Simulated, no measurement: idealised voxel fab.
process module | voxel capacitor over wiring
cross-section cut | 280 nm wide | cells 5 nm
A cross-section is a grid of square cells, given in bands from the top down. A band is one or more rows of cells.
Each band's line starts with the height of the band's top and of its bottom, in nm. Then come its materials from left to right, each with its width in nm. One material with "throughout" fills the band from edge to edge. "air" is empty space.
Height 0 is the level under which the wafer as received is all one material. The lowest band goes on downwards, as in "0 down".
A width such as "30 to 40" changes by the same amount from each row of cells to the next, from the band's top row to its bottom row.
"no change" after a step means that no cell of the cross-section changed.
closed voids: empty space of 8 cells or more with no open way to the top, each as width x height at its distance from the left edge, in nm
after a step's settings: what the simulator itself notes on the step
overlay nm, on a step with a mask: how far to the right of its planned place the mask lay; to the left if negative
plan
1 op RECEIVE | material Si
2 op CONFORMAL_DEP | material SiO2 | thk nm 15
3 op DIRECTIONAL_DEP | material TiN | thk nm 5
4 op DIRECTIONAL_DEP | material W | thk nm 15
5 op PATTERN | tone cover | mask id METAL_1 | material resist | width nm 30 | pitch nm 100 | thk nm 20 | overlay nm 0
6 op DIRECTIONAL_ETCH | etch materials W | depth nm 15
7 op DIRECTIONAL_ETCH | etch materials TiN | depth nm 5
8 op STRIP | etch materials resist
9 op FILL_DEP | material lowk | thk nm 5
10 op CMP | height nm 35
11 op CONFORMAL_DEP | material SiCN | thk nm 5
12 op DIRECTIONAL_DEP | material lowk | thk nm 20
13 op DIRECTIONAL_DEP | material aC | thk nm 10
14 op PATTERN | tone open | mask id PLUG_1 | material resist | width nm 15 | thk nm 30 | overlay nm 0
15 op DIRECTIONAL_ETCH | etch materials aC | depth nm 10
16 op STRIP | etch materials resist
17 op DIRECTIONAL_ETCH | etch materials lowk | depth nm 20
18 op DIRECTIONAL_ETCH | etch materials SiCN | depth nm 5
19 op STRIP | etch materials aC
20 op EPI | material Ru | thk nm 10
21 op EPI | material Ru | thk nm 10
22 op EPI | material Ru | thk nm 5
23 op DIRECTIONAL_DEP | material TiN | thk nm 5
24 op DIRECTIONAL_DEP | material HfO2 | thk nm 5
25 op DIRECTIONAL_DEP | material TiN | thk nm 10
26 op MASKED_ETCH | tone cover | mask id UPPER_PLATE | width nm 75 | etch materials TiN | depth nm 10 | overlay nm 0
27 op MASKED_ETCH | tone cover | mask id UPPER_PLATE | width nm 75 | etch materials HfO2 | depth nm 5 | overlay nm 0
28 op DIRECTIONAL_DEP | material aC | thk nm 10
29 op PATTERN | tone cover | mask id LOWER_PLATE | material resist | width nm 85 | thk nm 30 | overlay nm 0
30 op DIRECTIONAL_ETCH | etch materials aC | depth nm 10
31 op STRIP | etch materials resist
32 op DIRECTIONAL_ETCH | etch materials TiN | depth nm 5
33 op STRIP | etch materials aC
34 op FILL_DEP | material SiO2 | thk nm 20
35 op CMP | height nm 95
36 op DIRECTIONAL_DEP | material aC | thk nm 15
37 op PATTERN | tone open | mask id PLUG_2 | material resist | width nm 15 | thk nm 30 | overlay nm 0
38 op DIRECTIONAL_ETCH | etch materials aC | depth nm 15
39 op STRIP | etch materials resist
40 op DIRECTIONAL_ETCH | etch materials SiO2 | depth nm 15
41 op STRIP | etch materials aC
42 op CONFORMAL_DEP | material TiN | thk nm 5
43 op FILL_DEP | material Ru | thk nm 5
44 op CMP | height nm 95
45 op CONFORMAL_DEP | material SiCN | thk nm 5
as received, after step 1
  0 down: Si throughout
  closed voids: none
first wafer at the end, as planned
  100 to 95: SiCN throughout
  95 to 85: SiO2 100 | TiN 5 | Ru 5 | TiN 5 | SiO2 165
  85 to 80: SiO2 100 | TiN 15 | SiO2 165
  80 to 70: SiO2 90 | TiN 75 | SiO2 115
  70 to 65: SiO2 90 | HfO2 75 | SiO2 115
  65 to 60: SiO2 85 | TiN 85 | SiO2 110
  60 to 40: lowk 90 | Ru 15 | lowk 175
  40 to 35: SiCN 90 | Ru 15 | SiCN 175
  35 to 20: lowk 75 | W 30 | lowk 70 | W 30 | lowk 75
  20 to 15: lowk 75 | TiN 30 | lowk 70 | TiN 30 | lowk 75
  15 to 0: SiO2 throughout
  0 down: Si throughout
  closed voids: none
second wafer at the end: like start, like plan, one mistake
  100 to 95: SiCN throughout
  95 to 85: SiO2 100 | TiN 5 | Ru 5 | TiN 5 | SiO2 165
  85 to 80: SiO2 100 | TiN 15 | SiO2 165
  80 to 70: SiO2 90 | TiN 15 | SiO2 45 | TiN 15 | SiO2 115
  70 to 65: SiO2 90 | HfO2 15 | SiO2 45 | HfO2 15 | SiO2 115
  65 to 60: SiO2 85 | TiN 20 | SiO2 45 | TiN 20 | SiO2 110
  60 to 55: SiO2 50 | Ru 40 | lowk 15 | SiO2 45 | Ru 80 | SiO2 50
  55 to 45: SiO2 50 | Ru 40 | lowk 15 | TiN 45 | Ru 80 | SiO2 50
  45 to 40: SiO2 50 | Ru 40 | lowk 15 | HfO2 45 | Ru 80 | SiO2 50
  40 to 35: SiO2 50 | Ru 40 | SiCN 15 | TiN 45 | Ru 80 | SiO2 50
  35 to 20: lowk 75 | W 30 | lowk 70 | W 30 | lowk 75
  20 to 15: lowk 75 | TiN 30 | lowk 70 | TiN 30 | lowk 75
  15 to 0: SiO2 throughout
  0 down: Si throughout
  closed voids: none
what went wrong: step 14 ran as: op PATTERN | tone cover | mask id PLUG_1 | material resist | width nm 15 | thk nm 30 | overlay nm 0
at the end the second wafer has, in cells: 105 more of Ru | 50 fewer of SiCN | 145 more of SiO2 | 200 fewer of lowk
